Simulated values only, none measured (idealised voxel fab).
process module | voxel self aligned vias
cross-section cut | 235 nm wide | cells 5 nm
A cross-section is a grid of square cells, given in bands from the top down. A band is one or more rows of cells.
Each band's line starts with the height of the band's top and of its bottom, in nm. Then come its materials from left to right, each with its width in nm. One material with "throughout" fills the band from edge to edge. "air" is empty space.
Height 0 is the level under which the wafer as received is all one material. The lowest band goes on downwards, as in "0 down".
A width such as "30 to 40" changes by the same amount from each row of cells to the next, from the band's top row to its bottom row.
"no change" after a step means that no cell of the cross-section changed.
closed voids: empty space of 8 cells or more with no open way to the top, each as width x height at its distance from the left edge, in nm
after a step's settings: what the simulator itself notes on the step
overlay nm, on a step with a mask: how far to the right of its planned place the mask lay; to the left if negative
plan
1 op RECEIVE | material Si
2 op CONFORMAL_DEP | material SiO2 | thk nm 10
3 op CONFORMAL_DEP | material SiCN | thk nm 5
4 op DIRECTIONAL_DEP | material lowk | thk nm 20
5 op PATTERN | tone open | mask id LINES | material resist | width nm 20 | pitch nm 60 | thk nm 20 | overlay nm 0
6 op DIRECTIONAL_ETCH | etch materials lowk | depth nm 20
7 op STRIP | etch materials resist
8 op CONFORMAL_DEP | material TiN | thk nm 5
9 op FILL_DEP | material W | thk nm 5
10 op CMP | height nm 35
11 op SELECTIVE_ETCH | etch materials W Ru TiN | depth nm 10
12 op FILL_DEP | material SiN | thk nm 10
13 op CMP | height nm 35
14 op DIRECTIONAL_DEP | material lowk | thk nm 15
15 op PATTERN | tone open | mask id VIAS | material resist | width nm 40 | pitch nm 60 | thk nm 20 | overlay nm 0
16 op DIRECTIONAL_ETCH | etch materials lowk | depth nm 15
17 op DIRECTIONAL_ETCH | etch materials SiN | depth nm 10
18 op STRIP | etch materials resist
19 op CONFORMAL_DEP | material TiN | thk nm 5
20 op FILL_DEP | material W | thk nm 5
21 op CMP | height nm 50
22 op CONFORMAL_DEP | material SiCN | thk nm 5
first wafer, as planned
as received, after step 1
  0 down: Si throughout
  closed voids: none
after step 2
  10 to 0: SiO2 throughout
  below 0: unchanged
after step 3
  15 to 10: SiCN throughout
  below 10: unchanged
after step 4
  35 to 15: lowk throughout
  below 15: unchanged
after step 5
  55 to 35: resist 45 | air 20 | resist 40 | air 20 | resist 40 | air 20 | resist 50
  below 35: unchanged
after step 6
  55 to 35: resist 45 | air 20 | resist 40 | air 20 | resist 40 | air 20 | resist 50
  35 to 15: lowk 45 | air 20 | lowk 40 | air 20 | lowk 40 | air 20 | lowk 50
  below 15: unchanged
after step 7
  35 to 15: lowk 45 | air 20 | lowk 40 | air 20 | lowk 40 | air 20 | lowk 50
  below 15: unchanged
after step 8
  40 to 35: TiN 50 | air 10 | TiN 50 | air 10 | TiN 50 | air 10 | TiN 55
  35 to 20: lowk 45 | TiN 5 | air 10 | TiN 5 | lowk 40 | TiN 5 | air 10 | TiN 5 | lowk 40 | TiN 5 | air 10 | TiN 5 | lowk 50
  20 to 15: lowk 45 | TiN 20 | lowk 40 | TiN 20 | lowk 40 | TiN 20 | lowk 50
  below 15: unchanged
after step 9
  45 to 40: W throughout
  40 to 35: TiN 50 | W 10 | TiN 50 | W 10 | TiN 50 | W 10 | TiN 55
  35 to 20: lowk 45 | TiN 5 | W 10 | TiN 5 | lowk 40 | TiN 5 | W 10 | TiN 5 | lowk 40 | TiN 5 | W 10 | TiN 5 | lowk 50
  below 20: unchanged
after step 10
  35 to 20: lowk 45 | TiN 5 | W 10 | TiN 5 | lowk 40 | TiN 5 | W 10 | TiN 5 | lowk 40 | TiN 5 | W 10 | TiN 5 | lowk 50
  below 20: unchanged
after step 11
  35 to 25: lowk 45 | air 20 | lowk 40 | air 20 | lowk 40 | air 20 | lowk 50
  below 25: unchanged
after step 12
  45 to 35: SiN throughout
  35 to 25: lowk 45 | SiN 20 | lowk 40 | SiN 20 | lowk 40 | SiN 20 | lowk 50
  below 25: unchanged
after step 13
  35 to 25: lowk 45 | SiN 20 | lowk 40 | SiN 20 | lowk 40 | SiN 20 | lowk 50
  below 25: unchanged
after step 14
  50 to 35: lowk throughout
  below 35: unchanged
after step 15
  70 to 50: resist 35 | air 40 | resist 20 | air 40 | resist 20 | air 40 | resist 40
  below 50: unchanged
after step 16
  70 to 50: resist 35 | air 40 | resist 20 | air 40 | resist 20 | air 40 | resist 40
  50 to 35: lowk 35 | air 40 | lowk 20 | air 40 | lowk 20 | air 40 | lowk 40
  below 35: unchanged
after step 17
  70 to 50: resist 35 | air 40 | resist 20 | air 40 | resist 20 | air 40 | resist 40
  50 to 35: lowk 35 | air 40 | lowk 20 | air 40 | lowk 20 | air 40 | lowk 40
  35 to 25: lowk 45 | air 20 | lowk 40 | air 20 | lowk 40 | air 20 | lowk 50
  below 25: unchanged
after step 18
  50 to 35: lowk 35 | air 40 | lowk 20 | air 40 | lowk 20 | air 40 | lowk 40
  below 35: unchanged
after step 19
  55 to 50: TiN 40 | air 30 | TiN 30 | air 30 | TiN 30 | air 30 | TiN 45
  50 to 40: lowk 35 | TiN 5 | air 30 | TiN 5 | lowk 20 | TiN 5 | air 30 | TiN 5 | lowk 20 | TiN 5 | air 30 | TiN 5 | lowk 40
  40 to 30: lowk 35 to 45 | TiN 15 to 5 | air 10 | TiN 15 to 5 | lowk 20 to 40 | TiN 15 to 5 | air 10 | TiN 15 to 5 | lowk 20 to 40 | TiN 15 to 5 | air 10 | TiN 15 to 5 | lowk 40 to 50
  30 to 25: lowk 45 | TiN 20 | lowk 40 | TiN 20 | lowk 40 | TiN 20 | lowk 50
  below 25: unchanged
after step 20
  60 to 55: W throughout
  55 to 50: TiN 40 | W 30 | TiN 30 | W 30 | TiN 30 | W 30 | TiN 45
  50 to 40: lowk 35 | TiN 5 | W 30 | TiN 5 | lowk 20 | TiN 5 | W 30 | TiN 5 | lowk 20 | TiN 5 | W 30 | TiN 5 | lowk 40
  40 to 30: lowk 35 to 45 | TiN 15 to 5 | W 10 | TiN 15 to 5 | lowk 20 to 40 | TiN 15 to 5 | W 10 | TiN 15 to 5 | lowk 20 to 40 | TiN 15 to 5 | W 10 | TiN 15 to 5 | lowk 40 to 50
  below 30: unchanged
after step 21
  50 to 40: lowk 35 | TiN 5 | W 30 | TiN 5 | lowk 20 | TiN 5 | W 30 | TiN 5 | lowk 20 | TiN 5 | W 30 | TiN 5 | lowk 40
  below 40: unchanged
after step 22
  55 to 50: SiCN throughout
  below 50: unchanged
second wafer: like start, like plan, one mistake. Through step 15 it matches the first wafer
when step 16 should have ended
  70 to 50: resist 35 | air 40 | resist 20 | air 40 | resist 20 | air 40 | resist 40
  50 to 35: lowk 35 | air 40 | lowk 20 | air 40 | lowk 20 | air 40 | lowk 40
  35 to 30: lowk 35 | air 10 | SiN 20 | air 10 | lowk 20 | air 10 | SiN 20 | air 10 | lowk 20 | air 10 | SiN 20 | air 10 | lowk 40
  below 30: unchanged
when step 17 should have ended
  70 to 50: resist 35 | air 40 | resist 20 | air 40 | resist 20 | air 40 | resist 40
  50 to 30: lowk 35 | air 40 | lowk 20 | air 40 | lowk 20 | air 40 | lowk 40
  30 to 25: lowk 45 | air 20 | lowk 40 | air 20 | lowk 40 | air 20 | lowk 50
  below 25: unchanged
when step 18 should have ended
  50 to 30: lowk 35 | air 40 | lowk 20 | air 40 | lowk 20 | air 40 | lowk 40
  below 30: unchanged
when step 19 should have ended
  55 to 50: TiN 40 | air 30 | TiN 30 | air 30 | TiN 30 | air 30 | TiN 45
  50 to 35: lowk 35 | TiN 5 | air 30 | TiN 5 | lowk 20 | TiN 5 | air 30 | TiN 5 | lowk 20 | TiN 5 | air 30 | TiN 5 | lowk 40
  35 to 30: lowk 35 | TiN 15 | air 10 | TiN 15 | lowk 20 | TiN 15 | air 10 | TiN 15 | lowk 20 | TiN 15 | air 10 | TiN 15 | lowk 40
  30 to 25: lowk 45 | TiN 20 | lowk 40 | TiN 20 | lowk 40 | TiN 20 | lowk 50
  below 25: unchanged
when step 20 should have ended
  60 to 55: W throughout
  55 to 50: TiN 40 | W 30 | TiN 30 | W 30 | TiN 30 | W 30 | TiN 45
  50 to 35: lowk 35 | TiN 5 | W 30 | TiN 5 | lowk 20 | TiN 5 | W 30 | TiN 5 | lowk 20 | TiN 5 | W 30 | TiN 5 | lowk 40
  35 to 30: lowk 35 | TiN 15 | W 10 | TiN 15 | lowk 20 | TiN 15 | W 10 | TiN 15 | lowk 20 | TiN 15 | W 10 | TiN 15 | lowk 40
  below 30: unchanged
when step 21 should have ended
  50 to 35: lowk 35 | TiN 5 | W 30 | TiN 5 | lowk 20 | TiN 5 | W 30 | TiN 5 | lowk 20 | TiN 5 | W 30 | TiN 5 | lowk 40
  below 35: unchanged
when step 22 should have ended
  55 to 50: SiCN throughout
  below 50: unchanged
what went wrong: step 16 ran as: op DIRECTIONAL_ETCH | etch materials lowk | depth nm 20
at the end the second wafer has, in cells: 12 more of W | 12 fewer of lowk
